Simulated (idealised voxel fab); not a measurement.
process module | voxel air gaps
cross-section cut | 220 nm wide | cells 5 nm
A cross-section is a grid of square cells, given in bands from the top down. A band is one or more rows of cells.
Each band's line starts with the height of the band's top and of its bottom, in nm. Then come its materials from left to right, each with its width in nm. One material with "throughout" fills the band from edge to edge. "air" is empty space.
Height 0 is the level under which the wafer as received is all one material. The lowest band goes on downwards, as in "0 down".
A width such as "30 to 40" changes by the same amount from each row of cells to the next, from the band's top row to its bottom row.
"no change" after a step means that no cell of the cross-section changed.
closed voids: empty space of 8 cells or more with no open way to the top, each as width x height at its distance from the left edge, in nm
after a step's settings: what the simulator itself notes on the step
overlay nm, on a step with a mask: how far to the right of its planned place the mask lay; to the left if negative
plan
1 op RECEIVE | material Si
2 op CONFORMAL_DEP | material SiO2 | thk nm 10
3 op CONFORMAL_DEP | material SiN | thk nm 5
4 op DIRECTIONAL_DEP | material SiO2 | thk nm 40
5 op MASKED_ETCH | tone open | mask id LINES | width nm 15 | pitch nm 40 | etch materials SiO2 | depth nm 40 | overlay nm 0
6 op CONFORMAL_DEP | material TiN | thk nm 5
7 op FILL_DEP | material Ru | thk nm 5
8 op CMP | height nm 55
9 op EPI | material Ru | thk nm 10
10 op SELECTIVE_ETCH | etch materials SiO2 | depth nm 50
11 op CONFORMAL_DEP | material SiCN | thk nm 5
first wafer, as planned
as received, after step 1
  0 down: Si throughout
  closed voids: none
after step 2
  10 to 0: SiO2 throughout
  below 0: unchanged
after step 3
  15 to 10: SiN throughout
  below 10: unchanged
after step 4
  55 to 15: SiO2 throughout
  below 15: unchanged
after step 5
  55 to 15: SiO2 60 | air 15 | SiO2 25 | air 15 | SiO2 25 | air 15 | SiO2 65
  below 15: unchanged
after step 6
  60 to 55: TiN 65 | air 5 | TiN 35 | air 5 | TiN 35 | air 5 | TiN 70
  55 to 20: SiO2 60 | TiN 5 | air 5 | TiN 5 | SiO2 25 | TiN 5 | air 5 | TiN 5 | SiO2 25 | TiN 5 | air 5 | TiN 5 | SiO2 65
  20 to 15: SiO2 60 | TiN 15 | SiO2 25 | TiN 15 | SiO2 25 | TiN 15 | SiO2 65
  below 15: unchanged
after step 7
  65 to 60: Ru throughout
  60 to 55: TiN 65 | Ru 5 | TiN 35 | Ru 5 | TiN 35 | Ru 5 | TiN 70
  55 to 20: SiO2 60 | TiN 5 | Ru 5 | TiN 5 | SiO2 25 | TiN 5 | Ru 5 | TiN 5 | SiO2 25 | TiN 5 | Ru 5 | TiN 5 | SiO2 65
  below 20: unchanged
after step 8
  55 to 20: SiO2 60 | TiN 5 | Ru 5 | TiN 5 | SiO2 25 | TiN 5 | Ru 5 | TiN 5 | SiO2 25 | TiN 5 | Ru 5 | TiN 5 | SiO2 65
  below 20: unchanged
after step 9
  65 to 55: air 50 | Ru 35 | air 5 | Ru 35 | air 5 | Ru 35 | air 55
  below 55: unchanged
after step 10
  65 to 55: air 50 | Ru 35 | air 5 | Ru 35 | air 5 | Ru 35 | air 55
  55 to 20: air 60 | TiN 5 | Ru 5 | TiN 5 | air 25 | TiN 5 | Ru 5 | TiN 5 | air 25 | TiN 5 | Ru 5 | TiN 5 | air 65
  20 to 15: air 60 | TiN 15 | air 25 | TiN 15 | air 25 | TiN 15 | air 65
  below 15: unchanged
after step 11
  70 to 65: air 45 | SiCN 125 | air 50
  65 to 55: air 45 | SiCN 5 | Ru 35 | SiCN 5 | Ru 35 | SiCN 5 | Ru 35 | SiCN 5 | air 50
  55 to 50: air 45 | SiCN 15 | TiN 5 | Ru 5 | TiN 5 | SiCN 25 | TiN 5 | Ru 5 | TiN 5 | SiCN 25 | TiN 5 | Ru 5 | TiN 5 | SiCN 15 | air 50
  50 to 20: air 55 | SiCN 5 | TiN 5 | Ru 5 | TiN 5 | SiCN 5 | air 15 | SiCN 5 | TiN 5 | Ru 5 | TiN 5 | SiCN 5 | air 15 | SiCN 5 | TiN 5 | Ru 5 | TiN 5 | SiCN 5 | air 60
  20 to 15: SiCN 60 | TiN 15 | SiCN 25 | TiN 15 | SiCN 25 | TiN 15 | SiCN 65
  below 15: unchanged
  closed voids: 15 x 30 at 80; 15 x 30 at 120
second wafer: like start, like plan, one mistake. Through step 2 it matches the first wafer
when step 3 should have ended: no change
when step 4 should have ended
  50 to 0: SiO2 throughout
  below 0: unchanged
when step 5 should have ended
  50 to 10: SiO2 60 | air 15 | SiO2 25 | air 15 | SiO2 25 | air 15 | SiO2 65
  below 10: unchanged
when step 6 should have ended
  55 to 50: TiN 65 | air 5 | TiN 35 | air 5 | TiN 35 | air 5 | TiN 70
  50 to 15: SiO2 60 | TiN 5 | air 5 | TiN 5 | SiO2 25 | TiN 5 | air 5 | TiN 5 | SiO2 25 | TiN 5 | air 5 | TiN 5 | SiO2 65
  15 to 10: SiO2 60 | TiN 15 | SiO2 25 | TiN 15 | SiO2 25 | TiN 15 | SiO2 65
  below 10: unchanged
when step 7 should have ended
  60 to 55: Ru throughout
  55 to 50: TiN 65 | Ru 5 | TiN 35 | Ru 5 | TiN 35 | Ru 5 | TiN 70
  50 to 15: SiO2 60 | TiN 5 | Ru 5 | TiN 5 | SiO2 25 | TiN 5 | Ru 5 | TiN 5 | SiO2 25 | TiN 5 | Ru 5 | TiN 5 | SiO2 65
  below 15: unchanged
when step 8 should have ended
  55 to 50: TiN 65 | Ru 5 | TiN 35 | Ru 5 | TiN 35 | Ru 5 | TiN 70
  below 50: unchanged
when step 9 should have ended
  65 to 55: Ru throughout
  below 55: unchanged
when step 10 should have ended: no change
when step 11 should have ended
  70 to 65: SiCN throughout
  below 65: unchanged
what went wrong: step 3 was left out
at the end the second wafer has, in cells: 49 more of Ru | 76 fewer of SiCN | 44 fewer of SiN | 280 more of SiO2 | 41 more of TiN
closed voids at the end (first wafer, second wafer): 2, 0
